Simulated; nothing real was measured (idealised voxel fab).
This is a process module. Its name is voxel plated lines.
cross-section cut | 260 nm wide | cells 5 nm
Throughout this document, each cross-section is represented as a grid of square cells and is presented as a sequence of bands enumerated from the top downward, where a band comprises one or more rows of cells. Within each band entry, the heights of the top and of the bottom of the band appear first, in that order and in nm; the materials of the band then follow from left to right, each with its corresponding width in nm. The designation "full width" on a single material indicates that it fills the band from edge to edge; the designation "air" indicates empty space. Measure heights from 0. That's the level where, below it, the as-received wafer is all one material. The lowest band is bottomless and extends downward; write it as in "0 -> down". The two numbers in a width such as "30->40" mark its ends across the band: the first belongs to the top row of cells, the second to the bottom row, and from each row to the next the width moves by the same amount. When a step is marked "nothing altered", none of the cells in the cross-section changed during that step. Reported under the label "Sealed internal voids" are the empty spaces having no open way to the top and comprising 8 cells or more; the notation for each is width x height at distance, in which the distance is measured from the left edge and all three values are in nm. Formally, on a step line, whatever follows the settings is a remark that the simulator itself makes on the step. Regarding "overlay nm": on a step with a mask, it is the distance the mask lay to the right of its planned place; a negative value places it to the left.

### So here's the lineup of process steps we planned
1,RECEIVE: material Si
2,CONFORMAL_DEP: material Al2O3, thk nm 10
3,DIRECTIONAL_DEP: material TiN, thk nm 5
4,PATTERN: tone open, mask id LINES, material resist, width nm 20, pitch nm 40, thk nm 35, overlay nm 0
5,EPI: material Ru, thk nm 10
6,EPI: material Ru, thk nm 5
7,EPI: material Ru, thk nm 10
8,STRIP: etch materials resist
9,DIRECTIONAL_ETCH: etch materials TiN, depth nm 5
10,CONFORMAL_DEP: material SiO2, thk nm 10

### Cross-section of the wafer upon arrival, representing the state reached after step 1
	0 -> down  Si full width
	Sealed internal voids: none

### Below is the wafer in cross-section after the module was completed. It began from the starting point shown above and followed the plan shown above, except that one mistake was made while running it
	50 -> 40  50 air, 160 SiO2, 50 air
	40 -> 35  50 air, 10 SiO2, 20 Ru, 20 SiO2, 20 Ru, 20 SiO2, 20 Ru, 20 SiO2, 20 Ru, 10 SiO2, 50 air
	35 -> 25  60 SiO2, 20 Ru, 20 SiO2, 20 Ru, 20 SiO2, 20 Ru, 20 SiO2, 20 Ru, 60 SiO2
	25 -> 15  Ru full width
	15 -> 10  TiN full width
	10 -> 0  Al2O3 full width
	0 -> down  Si full width
	Sealed internal voids: none
So what did we get wrong on this run? a sequencing error occurred in which plan steps 4 and 5 were transposed
